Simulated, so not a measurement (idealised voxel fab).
process module | voxel trench capacitor
cross-section cut | 205 nm wide | cells 5 nm
A cross-section is a grid of square cells, given in bands from the top down. A band is one or more rows of cells.
Each band's line starts with the height of the band's top and of its bottom, in nm. Then come its materials from left to right, each with its width in nm. One material with "throughout" fills the band from edge to edge. "air" is empty space.
Height 0 is the level under which the wafer as received is all one material. The lowest band goes on downwards, as in "0 down".
A width such as "30 to 40" changes by the same amount from each row of cells to the next, from the band's top row to its bottom row.
"no change" after a step means that no cell of the cross-section changed.
closed voids: empty space of 8 cells or more with no open way to the top, each as width x height at its distance from the left edge, in nm
after a step's settings: what the simulator itself notes on the step
overlay nm, on a step with a mask: how far to the right of its planned place the mask lay; to the left if negative
plan
1 op RECEIVE | material Si
2 op CONFORMAL_DEP | material SiN | thk nm 10
3 op MASKED_ETCH | tone open | mask id TRENCH | width nm 25 | pitch nm 40 | etch materials SiN | depth nm 10 | overlay nm 0
4 op MASKED_ETCH | tone open | mask id TRENCH | width nm 25 | pitch nm 40 | etch materials Si | depth nm 30 | overlay nm 0
5 op CONFORMAL_DEP | material SiO2 | thk nm 5
6 op FILL_DEP | material polySi | thk nm 5
7 op CMP | height nm 10
as received, after step 1
  0 down: Si throughout
  closed voids: none
first wafer at the end, as planned
  10 to 0: SiN 70 | SiO2 5 | polySi 15 | SiO2 5 | SiN 15 | SiO2 5 | polySi 15 | SiO2 5 | SiN 70
  0 to -25: Si 70 | SiO2 5 | polySi 15 | SiO2 5 | Si 15 | SiO2 5 | polySi 15 | SiO2 5 | Si 70
  -25 to -30: Si 70 | SiO2 25 | Si 15 | SiO2 25 | Si 70
  -30 down: Si throughout
  closed voids: none
second wafer at the end: like start, like plan, one mistake
  10 to 0: SiN 80 | SiO2 5 | polySi 15 to 5 | SiO2 5 to 15 | SiN 15 | SiO2 5 | polySi 15 to 5 | SiO2 5 to 15 | SiN 60
  0 to -25: Si 80 | SiO2 5 | polySi 5 | SiO2 5 | Si 25 | SiO2 5 | polySi 5 | SiO2 5 | Si 70
  -25 to -30: Si 80 | SiO2 15 | Si 25 | SiO2 15 | Si 70
  -30 down: Si throughout
  closed voids: none
what went wrong: step 3 ran as: op MASKED_ETCH | tone open | mask id TRENCH | width nm 25 | pitch nm 40 | etch materials SiN | depth nm 10 | overlay nm 10
at the end the second wafer has, in cells: 24 more of Si | 24 fewer of polySi
